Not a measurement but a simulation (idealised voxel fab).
process module | voxel released beams
cross-section cut | 220 nm wide | cells 5 nm
How to read a cross-section here: the picture is a grid of square cells, written as bands going from the top down, and any band can span one or more rows of cells.
In this notation a band is specified by the heights of its top and bottom, in that order and in nm, after which its materials appear from left to right, each paired with its width in nm. The word "edge to edge" attached to a single material means that material fills the band from edge to edge; the word "blank" stands for empty space.
It should be noted that heights are counted from 0, beneath which the wafer as supplied is of one material throughout, and that the lowest band possesses no lower boundary but continues downward, as written in "0 -> down".
With a width like "30 to 40", each row of cells in the band differs from the next by the same amount, the top row carrying the first number and the bottom row the second.
The cross-section has no changed cell in any step marked "nothing different".
Listed in "Closed void catalog": every empty space of 8 or more cells without an open way to the top. Form: width x height at distance, the distance being from the left edge, all in nm.
Anything after a step's settings on that line? It's the simulator's own note about the step.
overlay nm, on a step with a mask: how far to the right of its planned place the mask lay; to the left if negative
PROCESS STEPS (PLANNED)
1: RECEIVE with material Si
2: CONFORMAL_DEP with material SiN, thk nm 5
3: DIRECTIONAL_DEP with material SiO2, thk nm 10
4: MASKED_ETCH with tone open, mask id ANCHOR, width nm 25, etch materials SiO2, depth nm 10, overlay nm 0
5: CONFORMAL_DEP with material polySi, thk nm 10
6: MASKED_ETCH with tone cover, mask id BEAM, width nm 85, etch materials polySi, depth nm 10, overlay nm 0
7: STRIP with etch materials SiO2
Heads up: all these wafers start the same, and what changes between them is the width nm in step 6. The value you see in the plan is just what the first wafer got.
SO THIS IS THE FIRST OF SEVERAL WAFERS, CROSS-SECTIONED AS IT CAME TO US, MEANING IT'S AT THE END OF STEP 1
0 -> down: Si edge to edge
Closed void catalog: none
END-OF-MODULE CROSS-SECTION, FIRST OF SEVERAL WAFERS, AFTER LAST STEP 7
25 -> 15: 65 nm blank, then 10 nm polySi, then 5 nm blank, then 70 nm polySi, then 70 nm blank
15 -> 5: 65 nm blank, then 25 nm polySi, then 130 nm blank
5 -> 0: SiN edge to edge
0 -> down: Si edge to edge
Closed void catalog: none
CROSS-SECTION AT MODULE COMPLETION, LAST WAFER
25 -> 15: 55 nm blank, then 20 nm polySi, then 5 nm blank, then 85 nm polySi, then 55 nm blank
15 -> 5: 65 nm blank, then 25 nm polySi, then 130 nm blank
5 -> 0: SiN edge to edge
0 -> down: Si edge to edge
Closed void catalog: none
BELOW IS A PER-WAFER TABLE. IN IT, EACH ROW DESCRIBES THE WAFER AT THE END OF THE MODULE BY GIVING, FOR EACH MATERIAL, THE NUMBER OF CELLS GAINED (+) OR LOST (-) SINCE THE WAFER WAS RECEIVED, AND AFTER THAT THE CLOSED VOIDS OF THE WAFER
width nm 85, +44 SiN, +42 polySi, Closed void catalog: none
width nm 90, +44 SiN, +44 polySi, Closed void catalog: none
width nm 95, +44 SiN, +46 polySi, Closed void catalog: none
width nm 100, +44 SiN, +48 polySi, Closed void catalog: none
width nm 105, +44 SiN, +50 polySi, Closed void catalog: none
width nm 110, +44 SiN, +52 polySi, Closed void catalog: none
